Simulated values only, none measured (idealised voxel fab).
process module | voxel quadruple lines
cross-section cut | 175 nm wide | cells 5 nm
A cross-section is a grid of square cells, given in bands from the top down. A band is one or more rows of cells.
Each band's line starts with the height of the band's top and of its bottom, in nm. Then come its materials from left to right, each with its width in nm. One material with "throughout" fills the band from edge to edge. "air" is empty space.
Height 0 is the level under which the wafer as received is all one material. The lowest band goes on downwards, as in "0 down".
A width such as "30 to 40" changes by the same amount from each row of cells to the next, from the band's top row to its bottom row.
"no change" after a step means that no cell of the cross-section changed.
closed voids: empty space of 8 cells or more with no open way to the top, each as width x height at its distance from the left edge, in nm
after a step's settings: what the simulator itself notes on the step
overlay nm, on a step with a mask: how far to the right of its planned place the mask lay; to the left if negative
plan
1 op RECEIVE | material Si
2 op CONFORMAL_DEP | material SiO2 | thk nm 10
3 op DIRECTIONAL_DEP | material TiN | thk nm 15
4 op DIRECTIONAL_DEP | material polySi | thk nm 20
5 op DIRECTIONAL_DEP | material aC | thk nm 25
6 op PATTERN | tone cover | mask id MANDREL | material resist | width nm 25 | pitch nm 80 | thk nm 30 | overlay nm 0
7 op DIRECTIONAL_ETCH | etch materials aC | depth nm 25
8 op STRIP | etch materials resist
9 op CONFORMAL_DEP | material SiO2 | thk nm 15
10 op DIRECTIONAL_ETCH | etch materials SiO2 | depth nm 15
11 op STRIP | etch materials aC
12 op DIRECTIONAL_ETCH | etch materials polySi | depth nm 20
13 op STRIP | etch materials SiO2
14 op CONFORMAL_DEP | material SiN | thk nm 5
15 op DIRECTIONAL_ETCH | etch materials SiN | depth nm 5
16 op STRIP | etch materials polySi
17 op DIRECTIONAL_ETCH | etch materials TiN | depth nm 15
18 op STRIP | etch materials SiN
19 op FILL_DEP | material lowk | thk nm 10
20 op CMP | height nm 25
as received, after step 1
  0 down: Si throughout
  closed voids: none
a wafer at the end: this start, this plan, one mistake
  25 to 10: lowk 20 | TiN 5 | lowk 15 | TiN 5 | lowk 10 | TiN 5 | lowk 15 | TiN 5 | lowk 20 | TiN 5 | lowk 15 | TiN 5 | lowk 10 | TiN 5 | lowk 15 | TiN 5 | lowk 15
  10 to 0: SiO2 throughout
  0 down: Si throughout
  closed voids: none
what went wrong: step 6 ran as: op PATTERN | tone cover | mask id MANDREL | material resist | width nm 20 | pitch nm 80 | thk nm 30 | overlay nm 0
